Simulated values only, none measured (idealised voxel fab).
The document below concerns the process module designated voxel self aligned contacts.
Shown is cross-section cut, with a width of 300 nm and square cells of size 5 nm.
A cross-section in this document is a grid of square cells, and it is written down as bands, the top band listed before the ones below it; a band is made up of one or more rows of cells.
Quick guide to a band line: top height, bottom height (nm) up front; then every material left to right with its width in nm. Only one material and it's marked "edge to edge"? Then it fills the band edge to edge. And "empty" just means empty space.
Note: height 0 marks the level under which the wafer is uniformly one material as received. Lowest band unbounded below, written "from 0 down".
It should be noted that a width expressed as "30 to 40" varies in equal increments from row to row of cells within the band, taking the value of the first number at the top row and that of the second number at the bottom row.
Step marked "identical to before"? Then no cell in the cross-section changed in it.
Reported under the label "Closed internal voids" are the empty spaces having no open way to the top and comprising 8 cells or more; the notation for each is width x height at distance, in which the distance is measured from the left edge and all three values are in nm.
The remark found on a step's line after its settings is issued by the simulator itself and pertains to that step.
"overlay nm" answers the question of how far to the right of plan the mask lay on a step that has a mask, and when it is negative the answer is to the left.
[Steps planned for the process]
1. op RECEIVE | material Si
2. op OXIDIZE | depth nm 5
3. op DIRECTIONAL_DEP | material polySi | thk nm 25
4. op DIRECTIONAL_DEP | material SiN | thk nm 25
5. op MASKED_ETCH | tone cover | mask id GATE | width nm 30 | pitch nm 75 | etch materials SiN | depth nm 25 | overlay nm 0
6. op MASKED_ETCH | tone cover | mask id GATE | width nm 30 | pitch nm 75 | etch materials polySi | depth nm 25 | overlay nm 0
7. op CONFORMAL_DEP | material SiN | thk nm 10
8. op DIRECTIONAL_ETCH | etch materials SiN | depth nm 10
9. op FILL_DEP | material SiO2 | thk nm 15
10. op CMP | height nm 55
11. op PATTERN | tone open | mask id CONTACT | material resist | width nm 55 | pitch nm 75 | thk nm 15 | overlay nm 0
12. op DIRECTIONAL_ETCH | etch materials SiO2 | depth nm 60
13. op STRIP | etch materials resist
14. op CONFORMAL_DEP | material TiN | thk nm 5
15. op FILL_DEP | material W | thk nm 5
16. op CMP | height nm 55
17. op CONFORMAL_DEP | material SiN | thk nm 5
[Cross-section of the wafer as it came to us, i.e., already through step 1]
- from 0 down: Si edge to edge
- Closed internal voids: none
[First of two wafers, end-of-module section, run followed plan]
- from 60 to 55: SiN edge to edge
- from 55 to 50: SiO2 (85), TiN (20), W (15), TiN (20), SiO2 (20), TiN (20), W (15), TiN (20), SiO2 (85)
- from 50 to 25: SiO2 (50), SiN (50), TiN (5), W (15), TiN (5), SiN (50), TiN (5), W (15), TiN (5), SiN (50), SiO2 (50)
- from 25 to 0: SiO2 (50), SiN (10), polySi (30), SiN (10), TiN (5), W (15), TiN (5), SiN (10), polySi (30), SiN (10), TiN (5), W (15), TiN (5), SiN (10), polySi (30), SiN (10), SiO2 (50)
- from 0 to -5: SiO2 (100), TiN (25), SiO2 (50), TiN (25), SiO2 (100)
- from -5 down: Si edge to edge
- Closed internal voids: none
[Second wafer through the module, sectioned at the end: same beginning and same plan as the first wafer, with one mistake in carrying it out]
- from 60 to 55: SiN edge to edge
- from 55 to 50: SiO2 (85), TiN (20), W (20), TiN (15), SiO2 (20), TiN (20), W (20), TiN (15), SiO2 (85)
- from 50 to 30: SiO2 (55), SiN (45), TiN (5), W (20), TiN (5), SiN (45), TiN (5), W (20), TiN (5), SiN (45), SiO2 (50)
- from 30 to 25: SiO2 (55), SiN (45), TiN (5), W (15), TiN (10), SiN (45), TiN (5), W (15), TiN (10), SiN (45), SiO2 (50)
- from 25 to 0: SiO2 (50), SiN (10), polySi (30), SiN (10), TiN (5), W (15), TiN (5), SiN (10), polySi (30), SiN (10), TiN (5), W (15), TiN (5), SiN (10), polySi (30), SiN (10), SiO2 (50)
- from 0 to -5: SiO2 (100), TiN (25), SiO2 (50), TiN (25), SiO2 (100)
- from -5 down: Si edge to edge
- Closed internal voids: none
Error vs. plan: note that step 5 departed from the planned setting and was carried out as op MASKED_ETCH | tone cover | mask id GATE | width nm 25 | pitch nm 75 | etch materials SiN | depth nm 25 | overlay nm 0
Upon completion, the second wafer contains, in terms of cells, a greater or smaller amount of certain materials than the first wafer: 15 fewer of SiN, 5 more of SiO2, 10 more of W
